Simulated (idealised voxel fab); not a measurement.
process module | voxel local oxidation
cross-section cut | 265 nm wide | cells 5 nm
A cross-section is a grid of square cells, given in bands from the top down. A band is one or more rows of cells.
Each band's line starts with the height of the band's top and of its bottom, in nm. Then come its materials from left to right, each with its width in nm. One material with "throughout" fills the band from edge to edge. "air" is empty space.
Height 0 is the level under which the wafer as received is all one material. The lowest band goes on downwards, as in "0 down".
A width such as "30 to 40" changes by the same amount from each row of cells to the next, from the band's top row to its bottom row.
"no change" after a step means that no cell of the cross-section changed.
closed voids: empty space of 8 cells or more with no open way to the top, each as width x height at its distance from the left edge, in nm
after a step's settings: what the simulator itself notes on the step
overlay nm, on a step with a mask: how far to the right of its planned place the mask lay; to the left if negative
plan
1 op RECEIVE | material Si
2 op OXIDIZE | depth nm 5
3 op CONFORMAL_DEP | material SiN | thk nm 15
4 op MASKED_ETCH | tone cover | mask id ACTIVE | width nm 105 | pitch nm 125 | etch materials SiN | depth nm 15 | overlay nm 0
5 op SELECTIVE_ETCH | etch materials SiO2 | depth nm 5
6 op OXIDIZE | depth nm 15
7 op STRIP | etch materials SiN
as received, after step 1
  0 down: Si throughout
  closed voids: none
first wafer at the end, as planned
  0 to -5: air 20 | SiO2 95 | air 30 | SiO2 95 | air 25
  -5 to -20: SiO2 35 | Si 65 | SiO2 60 | Si 65 | SiO2 40
  -20 down: Si throughout
  closed voids: none
second wafer at the end: like start, like plan, one mistake
  0 to -5: air 30 | SiO2 75 | air 50 | SiO2 75 | air 35
  -5 to -20: SiO2 45 | Si 45 | SiO2 80 | Si 45 | SiO2 50
  -20 down: Si throughout
  closed voids: none
what went wrong: step 5 ran as: op SELECTIVE_ETCH | etch materials SiO2 | depth nm 15
at the end the second wafer has, in cells: 24 fewer of Si | 16 more of SiO2
